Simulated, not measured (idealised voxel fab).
The process module presented herein is designated voxel trench capacitor.
Square cells of 5 nm make up the cross-section cut, whose width is 290 nm.
Notation: cross-section as square-cell grid; stated in bands, top first, going down; one or more cell rows per band.
Read a band's entry like this: the first values are the height of its top and the height of its bottom in nm, and what follows is the sequence of materials from left to right, each with its width in nm. Note that "air" is empty space, and that a single material marked "full width" reaches across the band from edge to edge.
The level at which height equals 0 is the one under which the wafer, as it arrives, is entirely one material. No lower edge exists for the bottom band, which continues downward and is notated as in "top 0, no bottom".
Note: "30..40" means the width goes from the first number (top row of the band) to the second number (bottom row) in equal steps per row of cells.
Step note "nothing changed" = no cross-section cell changed.
"Enclosed void inventory": sealed empty spaces, 8 cells or more, no open way to top, listed width x height at distance, with distance from the left edge and width, height and distance in nm.
Step line, after settings: the simulator's comment on this step.
A step line may carry the setting "overlay nm", which, for steps involving a mask, states the distance by which the mask lay to the right of its intended position; negative values denote displacement to the left.
Planned step list for the process
step 1: RECEIVE | material Si
step 2: CONFORMAL_DEP | material SiN | thk nm 5
step 3: DIRECTIONAL_DEP | material aC | thk nm 10
step 4: PATTERN | tone open | mask id TRENCH | material resist | width nm 25 | pitch nm 50 | thk nm 25 | overlay nm -15
step 5: DIRECTIONAL_ETCH | etch materials aC | depth nm 10
step 6: STRIP | etch materials resist
step 7: DIRECTIONAL_ETCH | etch materials SiN | depth nm 5
step 8: DIRECTIONAL_ETCH | etch materials Si | depth nm 30
step 9: STRIP | etch materials aC
step 10: CONFORMAL_DEP | material SiO2 | thk nm 5
step 11: FILL_DEP | material polySi | thk nm 10
step 12: CMP | height nm 5
Keep in mind the plan's value for the overlay nm of step 4 comes from the first wafer; the wafers don't share that setting, but they do share the same starting point.
Incoming state of the first of several wafers in cross-section: after step 1
	top 0, no bottom  Si full width
	Enclosed void inventory: none
The rows of the table below are wafers. Looking at the end of the module, a row counts, for every material, the cells the wafer has gained, shown as (+), or lost, shown as (-), since it was received; its closed voids come next
overlay nm -15 | -120 Si | +38 SiN | +68 SiO2 | +72 polySi | Enclosed void inventory: none
overlay nm -10 | -120 Si | +38 SiN | +68 SiO2 | +72 polySi | Enclosed void inventory: none
overlay nm -5 | -120 Si | +38 SiN | +68 SiO2 | +72 polySi | Enclosed void inventory: none
overlay nm 0 | -120 Si | +38 SiN | +68 SiO2 | +72 polySi | Enclosed void inventory: none
overlay nm 5 | -120 Si | +38 SiN | +68 SiO2 | +72 polySi | Enclosed void inventory: none
overlay nm 10 | -120 Si | +38 SiN | +68 SiO2 | +72 polySi | Enclosed void inventory: none
overlay nm 15 | -120 Si | +38 SiN | +68 SiO2 | +72 polySi | Enclosed void inventory: none
